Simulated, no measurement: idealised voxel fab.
Module name: voxel tone inversion (process module)
Section shown: cut. Width: 295 nm. Cell size: 5 nm, square.
Bands, listed from the top down, are how a cross-section gets written in this document; the cross-section itself is a grid of square cells, and a band is one or more rows of them. A band entry consists of two parts. The first gives the height of the band's top and the height of its bottom, in nm. The rest lists the band's materials from left to right, each with its width in nm. A single material labelled with the word "throughout" fills the band from edge to edge, and the word "air" marks empty space. Ref level 0: as-received wafer is one material below here. Bottom band extends down with no lower bound ("top 0, no bottom"). The two numbers in a width such as "30..40" mark its ends across the band: the first belongs to the top row of cells, the second to the bottom row, and from each row to the next the width moves by the same amount. Given "no change" for a step, no cell of the cross-section differs between before and after that step. For the entry "Enclosed void catalog", the listed items are empty spaces with no open way to the top whose size is 8 cells or more; each item follows the pattern width x height at distance, where distance is from the left edge and all three are in nm. Heads up: the bit after the settings on a step's line is the simulator's remark on that step. The setting "overlay nm" may be written on the line of a step. When the step uses a mask, the value reports how far to the right of the planned place the mask lay, and a negative value reports that it lay to the left.

-- Process steps - plan
- 1: RECEIVE | material Si
- 2: CONFORMAL_DEP | material SiCN | thk nm 5
- 3: DIRECTIONAL_DEP | material aC | thk nm 25
- 4: PATTERN | tone cover | mask id POSTS | material resist | width nm 15 | pitch nm 45 | thk nm 35 | overlay nm 0
- 5: DIRECTIONAL_ETCH | etch materials aC | depth nm 25
- 6: STRIP | etch materials resist
- 7: FILL_DEP | material SiO2 | thk nm 5
- 8: CMP | height nm 30
- 9: STRIP | etch materials aC

-- Cross-section of the wafer upon arrival, representing the state reached after step 1
  top 0, no bottom = Si throughout
  Enclosed void catalog: none

-- First wafer of two, sectioned at end of module; run went per plan
  top 30, bottom 5 = SiO2=95  air=15  SiO2=30  air=15  SiO2=30  air=15  SiO2=95
  top 5, bottom 0 = SiCN throughout
  top 0, no bottom = Si throughout
  Enclosed void catalog: none

-- Now the second wafer, cross-sectioned at the end of the module. Nothing different at the start, nothing different in the plan compared with the first, just one mistake when it was actually run
  top 30, bottom 25 = SiO2 throughout
  top 25, bottom 0 = SiO2=95  aC=15  SiO2=30  aC=15  SiO2=30  aC=15  SiO2=95
  top 0, no bottom = Si throughout
  Enclosed void catalog: none
What broke from the plan during processing? plan step 2: skipped, not run
Wrapping up, a cell-based count of both wafers puts the second over or under the first for these materials: SiCN: 59 fewer, SiO2: 59 more, aC: 45 more
